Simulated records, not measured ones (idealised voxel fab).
Name of the process module below: voxel trench capacitor
Shown is cross-section cut, with a width of 285 nm and square cells of size 5 nm.
In what follows, cross-sections appear as grids of square cells, described through bands that run from the top down, where every band is one or more rows of cells.
Per band: top height and bottom height in nm, followed by the left-to-right materials and their widths in nm; "full width" marks a single material spanning edge to edge, "air" marks empty space.
The reference from which all heights are counted is 0, the level beneath which the as-received wafer is entirely one material; the lowest band, having no lower bound, proceeds downward and is written after the example "top 0, no bottom".
Width "30..40": first value at the band's top row of cells, second value at its bottom row, equal change from row to row.
Basically "changes: none" means that step didn't change any cell in the cross-section.
Empty spaces without an open route to the top, at least 8 cells in extent, make up the entry "Closed void table"; each is given as width x height at distance, where the distance is measured from the left edge, and all are in nm.
Formally, on a step line, whatever follows the settings is a remark that the simulator itself makes on the step.
Each step line may optionally specify "overlay nm", which for a step with a mask gives the rightward distance between the mask's planned place and where it lay, a negative value indicating the leftward direction.

The steps planned for the process are as follows
1 RECEIVE: material Si
2 CONFORMAL_DEP: material SiN, thk nm 5
3 DIRECTIONAL_DEP: material aC, thk nm 10
4 PATTERN: tone open, mask id TRENCH, material resist, width nm 25, pitch nm 40, thk nm 30, overlay nm 0
5 DIRECTIONAL_ETCH: etch materials aC, depth nm 10
6 STRIP: etch materials resist
7 DIRECTIONAL_ETCH: etch materials SiN, depth nm 5
8 DIRECTIONAL_ETCH: etch materials Si, depth nm 40
9 STRIP: etch materials aC
10 CONFORMAL_DEP: material Al2O3, thk nm 5
11 CONFORMAL_DEP: material TiN, thk nm 5
12 FILL_DEP: material W, thk nm 10
13 CMP: height nm 5

Cross-section of the wafer as it came to us, i.e., already through step 1
top 0, no bottom = Si full width
Closed void table: none

End-of-module XS, first of two wafers, run as planned
top 5, bottom 0 = 110 SiN, 5 Al2O3, 5 TiN, 5 W, 5 TiN, 5 Al2O3, 15 SiN, 5 Al2O3, 5 TiN, 5 W, 5 TiN, 5 Al2O3, 110 SiN
top 0, bottom -30 = 110 Si, 5 Al2O3, 5 TiN, 5 W, 5 TiN, 5 Al2O3, 15 Si, 5 Al2O3, 5 TiN, 5 W, 5 TiN, 5 Al2O3, 110 Si
top -30, bottom -35 = 110 Si, 5 Al2O3, 15 TiN, 5 Al2O3, 15 Si, 5 Al2O3, 15 TiN, 5 Al2O3, 110 Si
top -35, bottom -40 = 110 Si, 25 Al2O3, 15 Si, 25 Al2O3, 110 Si
top -40, no bottom = Si full width
Closed void table: none

Wafer two (of two), end-of-module cross-section: start = wafer one, plan = wafer one, one run mistake
top 25, bottom 15 = W full width
top 15, bottom 10 = 120 TiN, 5 W, 35 TiN, 5 W, 120 TiN
top 10, bottom 5 = 115 Al2O3, 5 TiN, 5 W, 5 TiN, 25 Al2O3, 5 TiN, 5 W, 5 TiN, 115 Al2O3
top 5, bottom 0 = 110 SiN, 5 Al2O3, 5 TiN, 5 W, 5 TiN, 5 Al2O3, 15 SiN, 5 Al2O3, 5 TiN, 5 W, 5 TiN, 5 Al2O3, 110 SiN
top 0, bottom -30 = 110 Si, 5 Al2O3, 5 TiN, 5 W, 5 TiN, 5 Al2O3, 15 Si, 5 Al2O3, 5 TiN, 5 W, 5 TiN, 5 Al2O3, 110 Si
top -30, bottom -35 = 110 Si, 5 Al2O3, 15 TiN, 5 Al2O3, 15 Si, 5 Al2O3, 15 TiN, 5 Al2O3, 110 Si
top -35, bottom -40 = 110 Si, 25 Al2O3, 15 Si, 25 Al2O3, 110 Si
top -40, no bottom = Si full width
Closed void table: none
So what did we get wrong on this run? plan step 13: skipped, not run
Heads up, by the end the second wafer has more or fewer cells of some materials compared to the first: Al2O3 +51; TiN +59; W +118
